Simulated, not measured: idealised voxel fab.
Module name: voxel released beams (process module)
295 nm wide, 5 nm square cells: that's cross-section cut.
Format of a cross-section: grid, square cells. Given as bands. Order: top down. Band: one or more rows of cells. What a band's entry tells you: where the top is and where the bottom is, as heights in nm, and after that what lies inside, material by material from left to right, each with its width in nm. Empty space is written as the word "empty", and a single material marked with the word "edge to edge" occupies the band from edge to edge. Heights are reckoned from 0. Under this level, the received wafer is all of one material. The bottommost band is open-ended downward, for example "0 down". The expression "30 to 40" gives the width at the extremes of the band, the first number at its top row of cells and the second at its bottom row, with the width changing by equal amounts from each row to the next in between. Take "no change occurred" at face value: in the step it is given for, the cross-section changed in none of its cells. "Enclosed void listing" specifies each empty space that is not open to the top and that occupies no fewer than 8 cells, using the form width x height at distance, the distance measured from the left edge and all three quantities in nm. Note: text after step settings on the step line = simulator remark on that step. For masked steps, "overlay nm" on the step line gives how far right of plan the mask actually lay; a minus sign means it lay to the left.

## This section lists the process steps that were planned
- 1: RECEIVE: material Si
- 2: CONFORMAL_DEP: material SiN, thk nm 5
- 3: DIRECTIONAL_DEP: material SiO2, thk nm 15
- 4: PATTERN: tone open, mask id ANCHOR, material resist, width nm 35, thk nm 15, overlay nm 0
- 5: DIRECTIONAL_ETCH: etch materials SiO2, depth nm 15
- 6: STRIP: etch materials resist
- 7: CONFORMAL_DEP: material polySi, thk nm 15
- 8: DIRECTIONAL_DEP: material aC, thk nm 15
- 9: PATTERN: tone cover, mask id BEAM, material resist, width nm 110, thk nm 35, overlay nm 0
- 10: DIRECTIONAL_ETCH: etch materials aC, depth nm 15
- 11: STRIP: etch materials resist
- 12: DIRECTIONAL_ETCH: etch materials polySi, depth nm 15
- 13: STRIP: etch materials aC
- 14: STRIP: etch materials SiO2

## Delivered wafer in cross-section: state after step 1
> 0 down: Si edge to edge
> Enclosed void listing: none

## Sectioned view, first of two wafers, at the close of the module, processed as intended in the plan
> 35 to 20: empty: 90, polySi: 20, empty: 5, polySi: 85, empty: 95
> 20 to 5: empty: 95, polySi: 35, empty: 165
> 5 to 0: SiN edge to edge
> 0 down: Si edge to edge
> Enclosed void listing: none

## Wafer two cross-section, module end. Start and plan unchanged from wafer one; one mistake made during the run
> 35 to 20: empty: 90, polySi: 55, empty: 150
> 20 to 5: empty: 80, polySi: 15, SiO2: 35, polySi: 70, empty: 95
> 5 to 0: SiN edge to edge
> 0 down: Si edge to edge
> Enclosed void listing: none
Which mistake was made when the wafer was run? not per plan at step 4, really ran PATTERN: tone cover, mask id ANCHOR, material resist, width nm 35, thk nm 15, overlay nm 0
Final wafer comparison in cells, second versus first, more or fewer per material: +21 SiO2
